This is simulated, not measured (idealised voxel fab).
Process module in this document: voxel released beams
cross-section cut | 185 nm wide | cells 5 nm
We lay out every cross-section as a grid of square cells and spell it out in bands from the top down, where one band means one or more rows of cells. It is stipulated that each band's entry specify, in nanometres, the height of the top of the band and then that of its bottom, followed by the materials of the band in left-to-right sequence, each together with its width in nanometres. A single material marked by the word "full width" is understood to fill the band from edge to edge; the word "air" is understood to denote empty space. Below 0: as-received wafer, all one material; heights counted from there. Lowest band: no bottom, goes on down, written "0 nm and below". A two-number width, for instance "30->40", indicates that the width is equal to the first number in the top row of the band and to the second number in the bottom row, and that it changes by a constant amount per row of cells. "left unchanged" -> step changed no cross-section cell. Voids not open to the top, 8 cells minimum: see "Closed void entries". Written width x height at distance; distance is from the left edge; nm. What comes after the settings on a step's line is commentary from the simulator itself on that step. On any step carrying a mask, the "overlay nm" setting, if present on the step's line, tells how far right of its planned place the mask lay; negative values point to the left.

# The following list gives the planned process steps
| 1 | RECEIVE [material Si] |
| 2 | CONFORMAL_DEP [material Al2O3] [thk nm 5] |
| 3 | DIRECTIONAL_DEP [material SiO2] [thk nm 10] |
| 4 | DIRECTIONAL_DEP [material aC] [thk nm 10] |
| 5 | PATTERN [tone open] [mask id ANCHOR] [material resist] [width nm 35] [thk nm 30] [overlay nm 0] |
| 6 | DIRECTIONAL_ETCH [etch materials aC] [depth nm 10] |
| 7 | STRIP [etch materials resist] |
| 8 | DIRECTIONAL_ETCH [etch materials SiO2] [depth nm 10] |
| 9 | STRIP [etch materials aC] |
| 10 | CONFORMAL_DEP [material polySi] [thk nm 10] |
| 11 | MASKED_ETCH [tone cover] [mask id BEAM] [width nm 95] [etch materials polySi] [depth nm 10] [overlay nm 0] |
| 12 | STRIP [etch materials SiO2] |

# Received-state cross-section, reflecting completion of step 1
> 0 nm and below: Si full width
> Closed void entries: none

# Look at the cross-section after the module: the wafer started out the way shown above and the plan was the one shown above, yet one mistake was made along the way
> 25 nm to 15 nm: 40 air  20 polySi  10 air  65 polySi  50 air
> 15 nm to 5 nm: 50 air  30 polySi  105 air
> 5 nm to 0 nm: Al2O3 full width
> 0 nm and below: Si full width
> Closed void entries: none
Error vs. plan: step 5 ran as: PATTERN [tone open] [mask id ANCHOR] [material resist] [width nm 30] [thk nm 30] [overlay nm 0]
